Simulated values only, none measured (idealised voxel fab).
Presented below is a process module, voxel self aligned contacts.
Xsec cut, 230 nm wide, square cell size 5 nm.
Cross-section spec: square-cell grid; bands listed top down; each band is one or more rows. Top height, bottom height, nm. Materials left to right, width each, nm. Single material + "throughout" = fills band edge to edge. "air" = empty. Where do heights start? At 0: under that level the wafer as delivered is made of one material only. And the lowest band has no floor; it just carries on downward, as in "z 0 and below". A width such as "30 to 40" changes by the same amount from each row of cells to the next, from the band's top row to its bottom row. "nothing got changed" after a step means that no cell of the cross-section changed. "Enclosed cavities" lists enclosed empty spaces (at least 8 cells, no open path upward to the top), each as width x height at distance from the left edge, in nm. The remark found on a step's line after its settings is issued by the simulator itself and pertains to that step. overlay nm: right-of-plan distance of the mask on a masked step; negative values mean left-of-plan.

The process steps that were planned are listed below:
1 RECEIVE with material Si
2 OXIDIZE with depth nm 5
3 DIRECTIONAL_DEP with material polySi, thk nm 20
4 DIRECTIONAL_DEP with material SiN, thk nm 25
5 MASKED_ETCH with tone cover, mask id GATE, width nm 35, pitch nm 75, etch materials SiN, depth nm 25, overlay nm 0
6 MASKED_ETCH with tone cover, mask id GATE, width nm 25, pitch nm 75, etch materials polySi, depth nm 20, overlay nm 0
7 CONFORMAL_DEP with material SiN, thk nm 10
8 DIRECTIONAL_ETCH with etch materials SiN, depth nm 10
9 FILL_DEP with material SiO2, thk nm 15
10 CMP with height nm 50
11 DIRECTIONAL_DEP with material aC, thk nm 10
12 PATTERN with tone open, mask id CONTACT, material resist, width nm 60, pitch nm 75, thk nm 30, overlay nm 0
13 DIRECTIONAL_ETCH with etch materials aC, depth nm 10
14 STRIP with etch materials resist
15 DIRECTIONAL_ETCH with etch materials SiO2, depth nm 55
16 STRIP with etch materials aC
17 CONFORMAL_DEP with material TiN, thk nm 5
18 FILL_DEP with material Ru, thk nm 10
19 CMP with height nm 50
20 CONFORMAL_DEP with material SiCN, thk nm 5
Where the wafers of this document differ is in the width nm of step 6; they start out the same, and the plan states the value that applied to the first wafer.

Cross-section of the first of several wafers as received (after step 1):
> z 0 and below: Si throughout
> Enclosed cavities: none

The first of several wafers, seen in cross-section after the module's last step, step 20:
> z 55 to 50: SiCN throughout
> z 50 to 45: 45 nm SiO2 / 25 nm TiN / 10 nm Ru / 25 nm TiN / 15 nm SiO2 / 25 nm TiN / 10 nm Ru / 25 nm TiN / 50 nm SiO2
> z 45 to 20: 10 nm SiO2 / 55 nm SiN / 5 nm TiN / 10 nm Ru / 5 nm TiN / 55 nm SiN / 5 nm TiN / 10 nm Ru / 5 nm TiN / 55 nm SiN / 15 nm SiO2
> z 20 to 0: 10 nm SiO2 / 10 nm SiN / 35 nm polySi / 10 nm SiN / 5 nm TiN / 10 nm Ru / 5 nm TiN / 10 nm SiN / 35 nm polySi / 10 nm SiN / 5 nm TiN / 10 nm Ru / 5 nm TiN / 10 nm SiN / 35 nm polySi / 10 nm SiN / 15 nm SiO2
> z 0 to -5: 65 nm SiO2 / 20 nm TiN / 55 nm SiO2 / 20 nm TiN / 70 nm SiO2
> z -5 and below: Si throughout
> Enclosed cavities: none

Last wafer of the set, cross-sectioned at end of module:
> z 55 to 50: SiCN throughout
> z 50 to 45: 45 nm SiO2 / 25 nm TiN / 10 nm Ru / 25 nm TiN / 15 nm SiO2 / 25 nm TiN / 10 nm Ru / 25 nm TiN / 50 nm SiO2
> z 45 to 25: 10 nm SiO2 / 55 nm SiN / 5 nm TiN / 10 nm Ru / 5 nm TiN / 55 nm SiN / 5 nm TiN / 10 nm Ru / 5 nm TiN / 55 nm SiN / 15 nm SiO2
> z 25 to 20: 10 nm SiO2 / 55 nm SiN / 20 nm TiN / 55 nm SiN / 20 nm TiN / 55 nm SiN / 15 nm SiO2
> z 20 to 0: 5 nm SiO2 / 10 nm SiN / 50 nm polySi / 10 nm SiN / 5 nm TiN / 10 nm SiN / 50 nm polySi / 10 nm SiN / 5 nm TiN / 10 nm SiN / 50 nm polySi / 10 nm SiN / 5 nm SiO2
> z 0 to -5: 75 nm SiO2 / 5 nm TiN / 70 nm SiO2 / 5 nm TiN / 75 nm SiO2
> z -5 and below: Si throughout
> Enclosed cavities: none

Below, a row for every wafer. Read it as the end-of-module picture: for each material the wafer shows its cells gained (+) or lost (-) since it was received, and then its closed voids:
width nm 25 | +40 Ru | -46 Si | +46 SiCN | +213 SiN | +105 SiO2 | +64 TiN | +84 polySi | Enclosed cavities: none
width nm 30 | +40 Ru | -46 Si | +46 SiCN | +213 SiN | +105 SiO2 | +64 TiN | +84 polySi | Enclosed cavities: none
width nm 35 | +40 Ru | -46 Si | +46 SiCN | +213 SiN | +105 SiO2 | +64 TiN | +84 polySi | Enclosed cavities: none
width nm 40 | +30 Ru | -46 Si | +46 SiCN | +213 SiN | +103 SiO2 | +64 TiN | +96 polySi | Enclosed cavities: none
width nm 45 | +20 Ru | -46 Si | +46 SiCN | +213 SiN | +101 SiO2 | +64 TiN | +108 polySi | Enclosed cavities: none
width nm 50 | +20 Ru | -46 Si | +46 SiCN | +213 SiN | +99 SiO2 | +54 TiN | +120 polySi | Enclosed cavities: none
